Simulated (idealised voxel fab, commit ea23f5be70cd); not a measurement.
process module | voxel transistor to metal
cross-section cut | 280 nm wide | cells 5 nm
A cross-section is a grid of square cells, given in bands from the top down. A band is one or more rows of cells.
Each band's line starts with the height of the band's top and of its bottom, in nm. Then come its materials from left to right, each with its width in nm. One material with "throughout" fills the band from edge to edge. "air" is empty space.
Height 0 is the level under which the wafer as received is all one material. The lowest band goes on downwards, as in "0 down".
A width such as "30 to 40" changes by the same amount from each row of cells to the next, from the band's top row to its bottom row.
"no change" after a step means that no cell of the cross-section changed.
closed voids: empty space of 8 cells or more with no open way to the top, each as width x height at its distance from the left edge, in nm
after a step's settings: what the simulator itself notes on the step
overlay nm, on a step with a mask: how far to the right of its planned place the mask lay; to the left if negative
Each pair below shows a cross-section before one step and the cross-section after it, down to the lowest band that changed. The line under each pair gives the step between them, with its settings. The pairs can come from different runs of this module on the same starting wafer, so a pair continues from the pair above only where its "before" says so.
before
  45 to 35: SiO2 throughout
  35 to 25: SiO2 60 | SiN 5 | SiCN 25 | SiN 5 | SiO2 95 | SiN 5 | SiCN 25 | SiN 5 | SiO2 55
  25 to 5: SiO2 60 | SiN 5 | polySi 25 | SiN 5 | SiO2 95 | SiN 5 | polySi 25 | SiN 5 | SiO2 55
  5 to 0: SiO2 50 | SiGe 10 | SiN 5 | polySi 25 | SiN 5 | SiGe 10 | SiO2 75 | SiGe 10 | SiN 5 | polySi 25 | SiN 5 | SiGe 10 | SiO2 45
  0 to -5: SiO2 50 | SiGe 10 | SiO2 35 | SiGe 10 | SiO2 75 | SiGe 10 | SiO2 35 | SiGe 10 | SiO2 45
  -5 to -15: SiO2 20 | SiGe 40 | Si 35 | SiGe 35 | SiO2 20 | SiGe 40 | Si 35 | SiGe 35 | SiO2 20
  -15 to -20: SiO2 20 | Si 110 | SiO2 20 | Si 110 | SiO2 20
  -20 down: Si throughout
  closed voids: none
after
  35 to 25: SiO2 60 | SiN 5 | SiCN 25 | SiN 5 | SiO2 95 | SiN 5 | SiCN 25 | SiN 5 | SiO2 55
  below 25: unchanged
  closed voids: none
the step between: op CMP | height nm 35
before: the cross-section after the pair above
after
  45 to 35: SiO2 throughout
  below 35: unchanged
  closed voids: none
the step between: op DIRECTIONAL_DEP | material SiO2 | thk nm 10
before: the cross-section after the pair above
after
  45 to 35: SiO2 25 | air 20 | SiO2 60 | air 20 | SiO2 30 | air 20 | SiO2 60 | air 20 | SiO2 25
  35 to 25: SiO2 25 | air 20 | SiO2 15 | SiN 5 | SiCN 25 | SiN 5 | SiO2 10 | air 20 | SiO2 30 | air 20 | SiO2 15 | SiN 5 | SiCN 25 | SiN 5 | SiO2 10 | air 20 | SiO2 25
  25 to 5: SiO2 25 | air 20 | SiO2 15 | SiN 5 | polySi 25 | SiN 5 | SiO2 10 | air 20 | SiO2 30 | air 20 | SiO2 15 | SiN 5 | polySi 25 | SiN 5 | SiO2 10 | air 20 | SiO2 25
  5 to 0: SiO2 25 | air 20 | SiO2 5 | SiGe 10 | SiN 5 | polySi 25 | SiN 5 | SiGe 10 | air 20 | SiO2 30 | air 20 | SiO2 5 | SiGe 10 | SiN 5 | polySi 25 | SiN 5 | SiGe 10 | air 20 | SiO2 25
  0 to -5: SiO2 25 | air 20 | SiO2 5 | SiGe 10 | SiO2 35 | SiGe 10 | air 20 | SiO2 30 | air 20 | SiO2 5 | SiGe 10 | SiO2 35 | SiGe 10 | air 20 | SiO2 25
  below -5: unchanged
  closed voids: none
the step between: op MASKED_ETCH | tone open | mask id CONTACT | width nm 20 | etch materials SiO2 | depth nm 50 | overlay nm 0
before: the cross-section after the pair above
after
  50 to 45: TiN 30 | air 10 | TiN 70 | air 10 | TiN 40 | air 10 | TiN 70 | air 10 | TiN 30
  45 to 35: SiO2 25 | TiN 5 | air 10 | TiN 5 | SiO2 60 | TiN 5 | air 10 | TiN 5 | SiO2 30 | TiN 5 | air 10 | TiN 5 | SiO2 60 | TiN 5 | air 10 | TiN 5 | SiO2 25
  35 to 25: SiO2 25 | TiN 5 | air 10 | TiN 5 | SiO2 15 | SiN 5 | SiCN 25 | SiN 5 | SiO2 10 | TiN 5 | air 10 | TiN 5 | SiO2 30 | TiN 5 | air 10 | TiN 5 | SiO2 15 | SiN 5 | SiCN 25 | SiN 5 | SiO2 10 | TiN 5 | air 10 | TiN 5 | SiO2 25
  25 to 5: SiO2 25 | TiN 5 | air 10 | TiN 5 | SiO2 15 | SiN 5 | polySi 25 | SiN 5 | SiO2 10 | TiN 5 | air 10 | TiN 5 | SiO2 30 | TiN 5 | air 10 | TiN 5 | SiO2 15 | SiN 5 | polySi 25 | SiN 5 | SiO2 10 | TiN 5 | air 10 | TiN 5 | SiO2 25
  5 to 0: SiO2 25 | TiN 5 | air 10 | TiN 5 | SiO2 5 | SiGe 10 | SiN 5 | polySi 25 | SiN 5 | SiGe 10 | TiN 5 | air 10 | TiN 5 | SiO2 30 | TiN 5 | air 10 | TiN 5 | SiO2 5 | SiGe 10 | SiN 5 | polySi 25 | SiN 5 | SiGe 10 | TiN 5 | air 10 | TiN 5 | SiO2 25
  0 to -5: SiO2 25 | TiN 20 | SiO2 5 | SiGe 10 | SiO2 35 | SiGe 10 | TiN 20 | SiO2 30 | TiN 20 | SiO2 5 | SiGe 10 | SiO2 35 | SiGe 10 | TiN 20 | SiO2 25
  below -5: unchanged
  closed voids: none
the step between: op CONFORMAL_DEP | material TiN | thk nm 5
before: the cross-section after the pair above
after
  60 to 50: Ru throughout
  50 to 45: TiN 30 | Ru 10 | TiN 70 | Ru 10 | TiN 40 | Ru 10 | TiN 70 | Ru 10 | TiN 30
  45 to 35: SiO2 25 | TiN 5 | Ru 10 | TiN 5 | SiO2 60 | TiN 5 | Ru 10 | TiN 5 | SiO2 30 | TiN 5 | Ru 10 | TiN 5 | SiO2 60 | TiN 5 | Ru 10 | TiN 5 | SiO2 25
  35 to 25: SiO2 25 | TiN 5 | Ru 10 | TiN 5 | SiO2 15 | SiN 5 | SiCN 25 | SiN 5 | SiO2 10 | TiN 5 | Ru 10 | TiN 5 | SiO2 30 | TiN 5 | Ru 10 | TiN 5 | SiO2 15 | SiN 5 | SiCN 25 | SiN 5 | SiO2 10 | TiN 5 | Ru 10 | TiN 5 | SiO2 25
  25 to 5: SiO2 25 | TiN 5 | Ru 10 | TiN 5 | SiO2 15 | SiN 5 | polySi 25 | SiN 5 | SiO2 10 | TiN 5 | Ru 10 | TiN 5 | SiO2 30 | TiN 5 | Ru 10 | TiN 5 | SiO2 15 | SiN 5 | polySi 25 | SiN 5 | SiO2 10 | TiN 5 | Ru 10 | TiN 5 | SiO2 25
  5 to 0: SiO2 25 | TiN 5 | Ru 10 | TiN 5 | SiO2 5 | SiGe 10 | SiN 5 | polySi 25 | SiN 5 | SiGe 10 | TiN 5 | Ru 10 | TiN 5 | SiO2 30 | TiN 5 | Ru 10 | TiN 5 | SiO2 5 | SiGe 10 | SiN 5 | polySi 25 | SiN 5 | SiGe 10 | TiN 5 | Ru 10 | TiN 5 | SiO2 25
  below 0: unchanged
  closed voids: none
the step between: op FILL_DEP | material Ru | thk nm 10
before: the cross-section after the pair above
after
  45 to 35: SiO2 25 | TiN 5 | Ru 10 | TiN 5 | SiO2 60 | TiN 5 | Ru 10 | TiN 5 | SiO2 30 | TiN 5 | Ru 10 | TiN 5 | SiO2 60 | TiN 5 | Ru 10 | TiN 5 | SiO2 25
  below 35: unchanged
  closed voids: none
the step between: op CMP | height nm 45
before: the cross-section after the pair above
after
  50 to 45: SiCN throughout
  below 45: unchanged
  closed voids: none
the step between: op CONFORMAL_DEP | material SiCN | thk nm 5
before: the cross-section after the pair above
after
  70 to 50: SiO2 throughout
  below 50: unchanged
  closed voids: none
the step between: op DIRECTIONAL_DEP | material SiO2 | thk nm 20
before: the cross-section after the pair above
after
  70 to 50: SiO2 25 | air 20 | SiO2 60 | air 20 | SiO2 30 | air 20 | SiO2 60 | air 20 | SiO2 25
  below 50: unchanged
  closed voids: none
the step between: op MASKED_ETCH | tone open | mask id METAL_1 | width nm 20 | etch materials SiO2 | depth nm 20 | overlay nm 0
before: the cross-section after the pair above
after
  70 to 50: SiO2 25 | air 20 | SiO2 60 | air 20 | SiO2 30 | air 20 | SiO2 60 | air 20 | SiO2 25
  50 to 45: SiCN 25 | air 20 | SiCN 60 | air 20 | SiCN 30 | air 20 | SiCN 60 | air 20 | SiCN 25
  below 45: unchanged
  closed voids: none
the step between: op MASKED_ETCH | tone open | mask id METAL_1 | width nm 20 | etch materials SiCN | depth nm 5 | overlay nm 0
before: the cross-section after the pair above
after
  75 to 70: TiN 30 | air 10 | TiN 70 | air 10 | TiN 40 | air 10 | TiN 70 | air 10 | TiN 30
  70 to 50: SiO2 25 | TiN 5 | air 10 | TiN 5 | SiO2 60 | TiN 5 | air 10 | TiN 5 | SiO2 30 | TiN 5 | air 10 | TiN 5 | SiO2 60 | TiN 5 | air 10 | TiN 5 | SiO2 25
  50 to 45: SiCN 25 | TiN 20 | SiCN 60 | TiN 20 | SiCN 30 | TiN 20 | SiCN 60 | TiN 20 | SiCN 25
  below 45: unchanged
  closed voids: none
the step between: op CONFORMAL_DEP | material TiN | thk nm 5
before: the cross-section after the pair above
after
  80 to 75: W throughout
  75 to 70: TiN 30 | W 10 | TiN 70 | W 10 | TiN 40 | W 10 | TiN 70 | W 10 | TiN 30
  70 to 50: SiO2 25 | TiN 5 | W 10 | TiN 5 | SiO2 60 | TiN 5 | W 10 | TiN 5 | SiO2 30 | TiN 5 | W 10 | TiN 5 | SiO2 60 | TiN 5 | W 10 | TiN 5 | SiO2 25
  below 50: unchanged
  closed voids: none
the step between: op FILL_DEP | material W | thk nm 5
before: the cross-section after the pair above
after
  70 to 50: SiO2 25 | TiN 5 | W 10 | TiN 5 | SiO2 60 | TiN 5 | W 10 | TiN 5 | SiO2 30 | TiN 5 | W 10 | TiN 5 | SiO2 60 | TiN 5 | W 10 | TiN 5 | SiO2 25
  below 50: unchanged
  closed voids: none
the step between: op CMP | height nm 70
before: the cross-section after the pair above
after
  75 to 70: air 20 | Ru 30 | air 50 | Ru 30 | air 20 | Ru 30 | air 50 | Ru 30 | air 20
  below 70: unchanged
  closed voids: none
the step between: op EPI | material Ru | thk nm 5
before: the cross-section after the pair above
after
  80 to 75: SiCN throughout
  75 to 70: SiCN 20 | Ru 30 | SiCN 50 | Ru 30 | SiCN 20 | Ru 30 | SiCN 50 | Ru 30 | SiCN 20
  below 70: unchanged
  closed voids: none
the step between: op FILL_DEP | material SiCN | thk nm 5
before: the cross-section after the pair above
after
  105 to 80: lowk throughout
  below 80: unchanged
  closed voids: none
the step between: op DIRECTIONAL_DEP | material lowk | thk nm 25
before: the cross-section after the pair above
after
  120 to 105: resist 25 | air 20 | resist 110 | air 20 | resist 105
  below 105: unchanged
  closed voids: none
the step between: op PATTERN | tone open | mask id METAL_2 | material resist | width nm 20 | pitch nm 130 | thk nm 15 | overlay nm 0
before: the cross-section after the pair above
after
  120 to 105: resist 25 | air 20 | resist 110 | air 20 | resist 105
  105 to 90: lowk 25 | air 20 | lowk 110 | air 20 | lowk 105
  below 90: unchanged
  closed voids: none
the step between: op DIRECTIONAL_ETCH | etch materials lowk | depth nm 15
before: the cross-section after the pair above
after
  105 to 90: lowk 25 | air 20 | lowk 110 | air 20 | lowk 105
  below 90: unchanged
  closed voids: none
the step between: op STRIP | etch materials resist
before: the cross-section after the pair above
after
  120 to 105: resist 25 | air 15 | resist 115 | air 15 | resist 110
  105 to 90: lowk 25 | air 15 | resist 5 | lowk 110 | air 15 | resist 5 | lowk 105
  below 90: unchanged
  closed voids: none
the step between: op PATTERN | tone open | mask id METAL_2_HOLES | material resist | width nm 15 | pitch nm 130 | thk nm 15 | overlay nm 0
before: the cross-section after the pair above
after
  120 to 105: resist 25 | air 15 | resist 115 | air 15 | resist 110
  105 to 90: lowk 25 | air 15 | resist 5 | lowk 110 | air 15 | resist 5 | lowk 105
  90 to 80: lowk 25 | air 15 | lowk 115 | air 15 | lowk 110
  below 80: unchanged
  closed voids: none
the step between: op DIRECTIONAL_ETCH | etch materials lowk | depth nm 10
before: the cross-section after the pair above
after
  120 to 105: resist 25 | air 15 | resist 115 | air 15 | resist 110
  105 to 90: lowk 25 | air 15 | resist 5 | lowk 110 | air 15 | resist 5 | lowk 105
  90 to 80: lowk 25 | air 15 | lowk 115 | air 15 | lowk 110
  80 to 75: SiCN 25 | air 15 | SiCN 115 | air 15 | SiCN 110
  below 75: unchanged
  closed voids: none
the step between: op DIRECTIONAL_ETCH | etch materials SiCN | depth nm 5
before: the cross-section after the pair above
after
  105 to 90: lowk 25 | air 20 | lowk 110 | air 20 | lowk 105
  below 90: unchanged
  closed voids: none
the step between: op STRIP | etch materials resist
before: the cross-section after the pair above
after
  110 to 105: TiN 30 | air 10 | TiN 120 | air 10 | TiN 110
  105 to 95: lowk 25 | TiN 5 | air 10 | TiN 5 | lowk 110 | TiN 5 | air 10 | TiN 5 | lowk 105
  95 to 90: lowk 25 | TiN 5 | air 5 | TiN 10 | lowk 110 | TiN 5 | air 5 | TiN 10 | lowk 105
  90 to 80: lowk 25 | TiN 5 | air 5 | TiN 5 | lowk 115 | TiN 5 | air 5 | TiN 5 | lowk 110
  80 to 75: SiCN 25 | TiN 15 | SiCN 115 | TiN 15 | SiCN 110
  below 75: unchanged
  closed voids: none
the step between: op CONFORMAL_DEP | material TiN | thk nm 5
before: the cross-section after the pair above
after
  115 to 110: Cu throughout
  110 to 105: TiN 30 | Cu 10 | TiN 120 | Cu 10 | TiN 110
  105 to 95: lowk 25 | TiN 5 | Cu 10 | TiN 5 | lowk 110 | TiN 5 | Cu 10 | TiN 5 | lowk 105
  95 to 90: lowk 25 | TiN 5 | Cu 5 | TiN 10 | lowk 110 | TiN 5 | Cu 5 | TiN 10 | lowk 105
  90 to 80: lowk 25 | TiN 5 | Cu 5 | TiN 5 | lowk 115 | TiN 5 | Cu 5 | TiN 5 | lowk 110
  below 80: unchanged
  closed voids: none
the step between: op FILL_DEP | material Cu | thk nm 5
before: the cross-section after the pair above
after
  105 to 95: lowk 25 | TiN 5 | Cu 10 | TiN 5 | lowk 110 | TiN 5 | Cu 10 | TiN 5 | lowk 105
  below 95: unchanged
  closed voids: none
the step between: op CMP | height nm 105
before: the cross-section after the pair above
after
  110 to 105: SiCN throughout
  below 105: unchanged
  closed voids: none
the step between: op CONFORMAL_DEP | material SiCN | thk nm 5
before
  70 to 50: SiO2 throughout
  50 to 45: SiCN throughout
  45 to 35: SiO2 25 | TiN 5 | Ru 10 | TiN 5 | SiO2 60 | TiN 5 | Ru 10 | TiN 5 | SiO2 30 | TiN 5 | Ru 10 | TiN 5 | SiO2 60 | TiN 5 | Ru 10 | TiN 5 | SiO2 25
  35 to 25: SiO2 25 | TiN 5 | Ru 10 | TiN 5 | SiO2 15 | SiN 5 | SiCN 20 | SiN 5 | SiO2 15 | TiN 5 | Ru 10 | TiN 5 | SiO2 30 | TiN 5 | Ru 10 | TiN 5 | SiO2 15 | SiN 5 | SiCN 20 | SiN 5 | SiO2 15 | TiN 5 | Ru 10 | TiN 5 | SiO2 25
  25 to 5: SiO2 25 | TiN 5 | Ru 10 | TiN 5 | SiO2 15 | SiN 5 | polySi 20 | SiN 5 | SiO2 15 | TiN 5 | Ru 10 | TiN 5 | SiO2 30 | TiN 5 | Ru 10 | TiN 5 | SiO2 15 | SiN 5 | polySi 20 | SiN 5 | SiO2 15 | TiN 5 | Ru 10 | TiN 5 | SiO2 25
  5 to 0: SiO2 25 | TiN 5 | Ru 10 | TiN 5 | SiO2 5 | SiGe 10 | SiN 5 | polySi 20 | SiN 5 | SiGe 10 | SiO2 5 | TiN 5 | Ru 10 | TiN 5 | SiO2 30 | TiN 5 | Ru 10 | TiN 5 | SiO2 5 | SiGe 10 | SiN 5 | polySi 20 | SiN 5 | SiGe 10 | SiO2 5 | TiN 5 | Ru 10 | TiN 5 | SiO2 25
  0 to -5: SiO2 25 | TiN 20 | SiO2 5 | SiGe 10 | SiO2 30 | SiGe 10 | SiO2 5 | TiN 20 | SiO2 30 | TiN 20 | SiO2 5 | SiGe 10 | SiO2 30 | SiGe 10 | SiO2 5 | TiN 20 | SiO2 25
  -5 to -15: SiO2 20 | SiGe 40 | Si 30 | SiGe 40 | SiO2 20 | SiGe 40 | Si 30 | SiGe 40 | SiO2 20
  -15 to -20: SiO2 20 | Si 110 | SiO2 20 | Si 110 | SiO2 20
  -20 down: Si throughout
  closed voids: none
after
  70 to 50: SiO2 20 | air 20 | SiO2 60 | air 20 | SiO2 30 | air 20 | SiO2 60 | air 20 | SiO2 30
  below 50: unchanged
  closed voids: none
the step between: op MASKED_ETCH | tone open | mask id METAL_1 | width nm 20 | etch materials SiO2 | depth nm 20 | overlay nm -5
before: the cross-section after the pair above
after
  70 to 50: SiO2 20 | air 20 | SiO2 60 | air 20 | SiO2 30 | air 20 | SiO2 60 | air 20 | SiO2 30
  50 to 45: SiCN 25 | air 15 | SiCN 65 | air 15 | SiCN 35 | air 15 | SiCN 65 | air 15 | SiCN 30
  below 45: unchanged
  closed voids: none
the step between: op MASKED_ETCH | tone open | mask id METAL_1 | width nm 20 | etch materials SiCN | depth nm 5 | overlay nm 0
before: the cross-section after the pair above
after
  75 to 70: TiN 25 | air 10 | TiN 70 | air 10 | TiN 40 | air 10 | TiN 70 | air 10 | TiN 35
  70 to 55: SiO2 20 | TiN 5 | air 10 | TiN 5 | SiO2 60 | TiN 5 | air 10 | TiN 5 | SiO2 30 | TiN 5 | air 10 | TiN 5 | SiO2 60 | TiN 5 | air 10 | TiN 5 | SiO2 30
  55 to 50: SiO2 20 | TiN 10 | air 5 | TiN 5 | SiO2 60 | TiN 10 | air 5 | TiN 5 | SiO2 30 | TiN 10 | air 5 | TiN 5 | SiO2 60 | TiN 10 | air 5 | TiN 5 | SiO2 30
  50 to 45: SiCN 25 | TiN 15 | SiCN 65 | TiN 15 | SiCN 35 | TiN 15 | SiCN 65 | TiN 15 | SiCN 30
  below 45: unchanged
  closed voids: none
the step between: op CONFORMAL_DEP | material TiN | thk nm 5
before: the cross-section after the pair above
after
  80 to 75: W throughout
  75 to 70: TiN 25 | W 10 | TiN 70 | W 10 | TiN 40 | W 10 | TiN 70 | W 10 | TiN 35
  70 to 55: SiO2 20 | TiN 5 | W 10 | TiN 5 | SiO2 60 | TiN 5 | W 10 | TiN 5 | SiO2 30 | TiN 5 | W 10 | TiN 5 | SiO2 60 | TiN 5 | W 10 | TiN 5 | SiO2 30
  55 to 50: SiO2 20 | TiN 10 | W 5 | TiN 5 | SiO2 60 | TiN 10 | W 5 | TiN 5 | SiO2 30 | TiN 10 | W 5 | TiN 5 | SiO2 60 | TiN 10 | W 5 | TiN 5 | SiO2 30
  below 50: unchanged
  closed voids: none
the step between: op FILL_DEP | material W | thk nm 5
before: the cross-section after the pair above
after
  70 to 55: SiO2 20 | TiN 5 | W 10 | TiN 5 | SiO2 60 | TiN 5 | W 10 | TiN 5 | SiO2 30 | TiN 5 | W 10 | TiN 5 | SiO2 60 | TiN 5 | W 10 | TiN 5 | SiO2 30
  below 55: unchanged
  closed voids: none
the step between: op CMP | height nm 70
before: the cross-section after the pair above
after
  75 to 70: air 15 | Ru 30 | air 50 | Ru 30 | air 20 | Ru 30 | air 50 | Ru 30 | air 25
  below 70: unchanged
  closed voids: none
the step between: op EPI | material Ru | thk nm 5
before: the cross-section after the pair above
after
  80 to 75: SiCN throughout
  75 to 70: SiCN 15 | Ru 30 | SiCN 50 | Ru 30 | SiCN 20 | Ru 30 | SiCN 50 | Ru 30 | SiCN 25
  below 70: unchanged
  closed voids: none
the step between: op FILL_DEP | material SiCN | thk nm 5
before: the cross-section after the pair above
after
  105 to 80: lowk throughout
  below 80: unchanged
  closed voids: none
the step between: op DIRECTIONAL_DEP | material lowk | thk nm 25
before: the cross-section after the pair above
after
  120 to 105: resist 25 | air 20 | resist 110 | air 20 | resist 105
  below 105: unchanged
  closed voids: none
the step between: op PATTERN | tone open | mask id METAL_2 | material resist | width nm 20 | pitch nm 130 | thk nm 15 | overlay nm 0
before: the cross-section after the pair above
after
  120 to 105: resist 25 | air 20 | resist 110 | air 20 | resist 105
  105 to 90: lowk 25 | air 20 | lowk 110 | air 20 | lowk 105
  below 90: unchanged
  closed voids: none
the step between: op DIRECTIONAL_ETCH | etch materials lowk | depth nm 15
before: the cross-section after the pair above
after
  105 to 90: lowk 25 | air 20 | lowk 110 | air 20 | lowk 105
  below 90: unchanged
  closed voids: none
the step between: op STRIP | etch materials resist
before: the cross-section after the pair above
after
  120 to 105: resist 25 | air 15 | resist 115 | air 15 | resist 110
  105 to 90: lowk 25 | air 15 | resist 5 | lowk 110 | air 15 | resist 5 | lowk 105
  below 90: unchanged
  closed voids: none
the step between: op PATTERN | tone open | mask id METAL_2_HOLES | material resist | width nm 15 | pitch nm 130 | thk nm 15 | overlay nm 0
before: the cross-section after the pair above
after
  120 to 105: resist 25 | air 15 | resist 115 | air 15 | resist 110
  105 to 90: lowk 25 | air 15 | resist 5 | lowk 110 | air 15 | resist 5 | lowk 105
  90 to 80: lowk 25 | air 15 | lowk 115 | air 15 | lowk 110
  below 80: unchanged
  closed voids: none
the step between: op DIRECTIONAL_ETCH | etch materials lowk | depth nm 10
before: the cross-section after the pair above
after
  120 to 105: resist 25 | air 15 | resist 115 | air 15 | resist 110
  105 to 90: lowk 25 | air 15 | resist 5 | lowk 110 | air 15 | resist 5 | lowk 105
  90 to 80: lowk 25 | air 15 | lowk 115 | air 15 | lowk 110
  80 to 75: SiCN 25 | air 15 | SiCN 115 | air 15 | SiCN 110
  below 75: unchanged
  closed voids: none
the step between: op DIRECTIONAL_ETCH | etch materials SiCN | depth nm 5
before: the cross-section after the pair above
after
  105 to 90: lowk 25 | air 20 | lowk 110 | air 20 | lowk 105
  below 90: unchanged
  closed voids: none
the step between: op STRIP | etch materials resist
before: the cross-section after the pair above
after
  110 to 105: TiN 30 | air 10 | TiN 120 | air 10 | TiN 110
  105 to 95: lowk 25 | TiN 5 | air 10 | TiN 5 | lowk 110 | TiN 5 | air 10 | TiN 5 | lowk 105
  95 to 90: lowk 25 | TiN 5 | air 5 | TiN 10 | lowk 110 | TiN 5 | air 5 | TiN 10 | lowk 105
  90 to 80: lowk 25 | TiN 5 | air 5 | TiN 5 | lowk 115 | TiN 5 | air 5 | TiN 5 | lowk 110
  80 to 75: SiCN 25 | TiN 15 | SiCN 115 | TiN 15 | SiCN 110
  below 75: unchanged
  closed voids: none
the step between: op CONFORMAL_DEP | material TiN | thk nm 5
before: the cross-section after the pair above
after
  115 to 110: Cu throughout
  110 to 105: TiN 30 | Cu 10 | TiN 120 | Cu 10 | TiN 110
  105 to 95: lowk 25 | TiN 5 | Cu 10 | TiN 5 | lowk 110 | TiN 5 | Cu 10 | TiN 5 | lowk 105
  95 to 90: lowk 25 | TiN 5 | Cu 5 | TiN 10 | lowk 110 | TiN 5 | Cu 5 | TiN 10 | lowk 105
  90 to 80: lowk 25 | TiN 5 | Cu 5 | TiN 5 | lowk 115 | TiN 5 | Cu 5 | TiN 5 | lowk 110
  below 80: unchanged
  closed voids: none
the step between: op FILL_DEP | material Cu | thk nm 5
before: the cross-section after the pair above
after
  105 to 95: lowk 25 | TiN 5 | Cu 10 | TiN 5 | lowk 110 | TiN 5 | Cu 10 | TiN 5 | lowk 105
  below 95: unchanged
  closed voids: none
the step between: op CMP | height nm 105
before: the cross-section after the pair above
after
  110 to 105: SiCN throughout
  below 105: unchanged
  closed voids: none
the step between: op CONFORMAL_DEP | material SiCN | thk nm 5
before
  45 to 35: SiO2 25 | TiN 5 | Ru 10 | TiN 5 | SiO2 60 | TiN 5 | Ru 10 | TiN 5 | SiO2 30 | TiN 5 | Ru 10 | TiN 5 | SiO2 60 | TiN 5 | Ru 10 | TiN 5 | SiO2 25
  35 to 25: SiO2 25 | TiN 5 | Ru 10 | TiN 5 | SiO2 15 | SiN 5 | SiCN 20 | SiN 5 | SiO2 15 | TiN 5 | Ru 10 | TiN 5 | SiO2 30 | TiN 5 | Ru 10 | TiN 5 | SiO2 15 | SiN 5 | SiCN 20 | SiN 5 | SiO2 15 | TiN 5 | Ru 10 | TiN 5 | SiO2 25
  25 to 5: SiO2 25 | TiN 5 | Ru 10 | TiN 5 | SiO2 15 | SiN 5 | polySi 20 | SiN 5 | SiO2 15 | TiN 5 | Ru 10 | TiN 5 | SiO2 30 | TiN 5 | Ru 10 | TiN 5 | SiO2 15 | SiN 5 | polySi 20 | SiN 5 | SiO2 15 | TiN 5 | Ru 10 | TiN 5 | SiO2 25
  5 to 0: SiO2 25 | TiN 5 | Ru 10 | TiN 5 | SiO2 5 | SiGe 10 | SiN 5 | polySi 20 | SiN 5 | SiGe 10 | SiO2 5 | TiN 5 | Ru 10 | TiN 5 | SiO2 30 | TiN 5 | Ru 10 | TiN 5 | SiO2 5 | SiGe 10 | SiN 5 | polySi 20 | SiN 5 | SiGe 10 | SiO2 5 | TiN 5 | Ru 10 | TiN 5 | SiO2 25
  0 to -5: SiO2 25 | TiN 20 | SiO2 5 | SiGe 10 | SiO2 30 | SiGe 10 | SiO2 5 | TiN 20 | SiO2 30 | TiN 20 | SiO2 5 | SiGe 10 | SiO2 30 | SiGe 10 | SiO2 5 | TiN 20 | SiO2 25
  -5 to -15: SiO2 20 | SiGe 40 | Si 30 | SiGe 40 | SiO2 20 | SiGe 40 | Si 30 | SiGe 40 | SiO2 20
  -15 to -20: SiO2 20 | Si 110 | SiO2 20 | Si 110 | SiO2 20
  -20 down: Si throughout
  closed voids: none
after
  50 to 45: TiN throughout
  below 45: unchanged
  closed voids: none
the step between: op CONFORMAL_DEP | material TiN | thk nm 5
before: the cross-section after the pair above
after
  70 to 50: SiO2 throughout
  below 50: unchanged
  closed voids: none
the step between: op DIRECTIONAL_DEP | material SiO2 | thk nm 20
before: the cross-section after the pair above
after
  70 to 50: SiO2 25 | air 20 | SiO2 60 | air 20 | SiO2 30 | air 20 | SiO2 60 | air 20 | SiO2 25
  below 50: unchanged
  closed voids: none
the step between: op MASKED_ETCH | tone open | mask id METAL_1 | width nm 20 | etch materials SiO2 | depth nm 20 | overlay nm 0
before: the cross-section after the pair above
after
  75 to 70: TiN 30 | air 10 | TiN 70 | air 10 | TiN 40 | air 10 | TiN 70 | air 10 | TiN 30
  70 to 55: SiO2 25 | TiN 5 | air 10 | TiN 5 | SiO2 60 | TiN 5 | air 10 | TiN 5 | SiO2 30 | TiN 5 | air 10 | TiN 5 | SiO2 60 | TiN 5 | air 10 | TiN 5 | SiO2 25
  55 to 50: SiO2 25 | TiN 20 | SiO2 60 | TiN 20 | SiO2 30 | TiN 20 | SiO2 60 | TiN 20 | SiO2 25
  below 50: unchanged
  closed voids: none
the step between: op CONFORMAL_DEP | material TiN | thk nm 5
before: the cross-section after the pair above
after
  80 to 75: W throughout
  75 to 70: TiN 30 | W 10 | TiN 70 | W 10 | TiN 40 | W 10 | TiN 70 | W 10 | TiN 30
  70 to 55: SiO2 25 | TiN 5 | W 10 | TiN 5 | SiO2 60 | TiN 5 | W 10 | TiN 5 | SiO2 30 | TiN 5 | W 10 | TiN 5 | SiO2 60 | TiN 5 | W 10 | TiN 5 | SiO2 25
  below 55: unchanged
  closed voids: none
the step between: op FILL_DEP | material W | thk nm 5
before: the cross-section after the pair above
after
  70 to 55: SiO2 25 | TiN 5 | W 10 | TiN 5 | SiO2 60 | TiN 5 | W 10 | TiN 5 | SiO2 30 | TiN 5 | W 10 | TiN 5 | SiO2 60 | TiN 5 | W 10 | TiN 5 | SiO2 25
  below 55: unchanged
  closed voids: none
the step between: op CMP | height nm 70
before: the cross-section after the pair above
after
  75 to 70: air 20 | Ru 30 | air 50 | Ru 30 | air 20 | Ru 30 | air 50 | Ru 30 | air 20
  below 70: unchanged
  closed voids: none
the step between: op EPI | material Ru | thk nm 5
before: the cross-section after the pair above
after
  80 to 75: SiCN throughout
  75 to 70: SiCN 20 | Ru 30 | SiCN 50 | Ru 30 | SiCN 20 | Ru 30 | SiCN 50 | Ru 30 | SiCN 20
  below 70: unchanged
  closed voids: none
the step between: op FILL_DEP | material SiCN | thk nm 5
before: the cross-section after the pair above
after
  105 to 80: lowk throughout
  below 80: unchanged
  closed voids: none
the step between: op DIRECTIONAL_DEP | material lowk | thk nm 25
before: the cross-section after the pair above
after
  120 to 105: resist 25 | air 20 | resist 110 | air 20 | resist 105
  below 105: unchanged
  closed voids: none
the step between: op PATTERN | tone open | mask id METAL_2 | material resist | width nm 20 | pitch nm 130 | thk nm 15 | overlay nm 0
before: the cross-section after the pair above
after
  120 to 105: resist 25 | air 20 | resist 110 | air 20 | resist 105
  105 to 90: lowk 25 | air 20 | lowk 110 | air 20 | lowk 105
  below 90: unchanged
  closed voids: none
the step between: op DIRECTIONAL_ETCH | etch materials lowk | depth nm 15
before: the cross-section after the pair above
after
  105 to 90: lowk 25 | air 20 | lowk 110 | air 20 | lowk 105
  below 90: unchanged
  closed voids: none
the step between: op STRIP | etch materials resist
before: the cross-section after the pair above
after
  120 to 105: resist 25 | air 15 | resist 115 | air 15 | resist 110
  105 to 90: lowk 25 | air 15 | resist 5 | lowk 110 | air 15 | resist 5 | lowk 105
  below 90: unchanged
  closed voids: none
the step between: op PATTERN | tone open | mask id METAL_2_HOLES | material resist | width nm 15 | pitch nm 130 | thk nm 15 | overlay nm 0
before: the cross-section after the pair above
after
  120 to 105: resist 25 | air 15 | resist 115 | air 15 | resist 110
  105 to 90: lowk 25 | air 15 | resist 5 | lowk 110 | air 15 | resist 5 | lowk 105
  90 to 80: lowk 25 | air 15 | lowk 115 | air 15 | lowk 110
  below 80: unchanged
  closed voids: none
the step between: op DIRECTIONAL_ETCH | etch materials lowk | depth nm 10
before: the cross-section after the pair above
after
  120 to 105: resist 25 | air 15 | resist 115 | air 15 | resist 110
  105 to 90: lowk 25 | air 15 | resist 5 | lowk 110 | air 15 | resist 5 | lowk 105
  90 to 80: lowk 25 | air 15 | lowk 115 | air 15 | lowk 110
  80 to 75: SiCN 25 | air 15 | SiCN 115 | air 15 | SiCN 110
  below 75: unchanged
  closed voids: none
the step between: op DIRECTIONAL_ETCH | etch materials SiCN | depth nm 5
